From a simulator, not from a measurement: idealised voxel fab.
Process module name: voxel self aligned vias
Square cell edge 5 nm, section width 285 nm, ID cut.
Cross-section layout: square cells on a grid; listed as bands, top to bottom; a band spans one or more cell rows. Look at the band entry: it leads with the top's height and the bottom's height in nm. Then it lists the materials left to right, with a width in nm for each. The word "full width" on a single material says that material fills the band edge to edge. The word "blank" is empty space. Heights from 0 (as-received wafer is one material below). Bottom band endless downward, as "z 0 and below". The two numbers in a width such as "30..40" mark its ends across the band: the first belongs to the top row of cells, the second to the bottom row, and from each row to the next the width moves by the same amount. Where a step carries "identical to before", the cross-section came out of it unchanged, cell for cell. Voids not open to the top, 8 cells minimum: see "Enclosed cavities". Written width x height at distance; distance is from the left edge; nm. Past the settings on a step's line: simulator remark, on that step. Regarding "overlay nm": on a step with a mask, it is the distance the mask lay to the right of its planned place; a negative value places it to the left.

**Process steps - plan**
1: RECEIVE: material Si
2: CONFORMAL_DEP: material SiO2, thk nm 15
3: CONFORMAL_DEP: material SiCN, thk nm 5
4: DIRECTIONAL_DEP: material SiO2, thk nm 25
5: DIRECTIONAL_DEP: material aC, thk nm 10
6: PATTERN: tone open, mask id LINES, material resist, width nm 25, pitch nm 65, thk nm 25, overlay nm 0
7: DIRECTIONAL_ETCH: etch materials aC, depth nm 10
8: STRIP: etch materials resist
9: DIRECTIONAL_ETCH: etch materials SiO2, depth nm 25
10: STRIP: etch materials aC
11: CONFORMAL_DEP: material TiN, thk nm 5
12: FILL_DEP: material Ru, thk nm 5
13: CMP: height nm 45
14: SELECTIVE_ETCH: etch materials W Ru TiN, depth nm 10
15: FILL_DEP: material SiN, thk nm 10
16: CMP: height nm 45
17: DIRECTIONAL_DEP: material SiO2, thk nm 20
18: PATTERN: tone open, mask id VIAS, material resist, width nm 35, pitch nm 130, thk nm 15, overlay nm 0
19: DIRECTIONAL_ETCH: etch materials SiO2, depth nm 20
20: DIRECTIONAL_ETCH: etch materials SiN, depth nm 10
21: STRIP: etch materials resist
22: CONFORMAL_DEP: material TiN, thk nm 5
23: FILL_DEP: material Cu, thk nm 10
24: CMP: height nm 65
25: CONFORMAL_DEP: material SiCN, thk nm 5
The wafers are alike at the start. At step 18, their width nm differs. The plan lists the first wafer's value.

**Incoming state of the first of several wafers in cross-section: after step 1**
    z 0 and below: Si full width
    Enclosed cavities: none

**Below, a row for every wafer. Read it as the end-of-module picture: for each material the wafer shows its cells gained (+) or lost (-) since it was received, and then its closed voids**
width nm 35; +42 Cu; +18 Ru; +114 SiCN; +10 SiN; +553 SiO2; +61 TiN; Enclosed cavities: none
width nm 40; +48 Cu; +18 Ru; +114 SiCN; +10 SiN; +545 SiO2; +63 TiN; Enclosed cavities: none
width nm 45; +54 Cu; +18 Ru; +114 SiCN; +10 SiN; +537 SiO2; +65 TiN; Enclosed cavities: none
width nm 50; +60 Cu; +18 Ru; +114 SiCN; +10 SiN; +529 SiO2; +67 TiN; Enclosed cavities: none
width nm 55; +66 Cu; +18 Ru; +114 SiCN; +10 SiN; +521 SiO2; +69 TiN; Enclosed cavities: none
width nm 60; +72 Cu; +18 Ru; +114 SiCN; +10 SiN; +513 SiO2; +71 TiN; Enclosed cavities: none
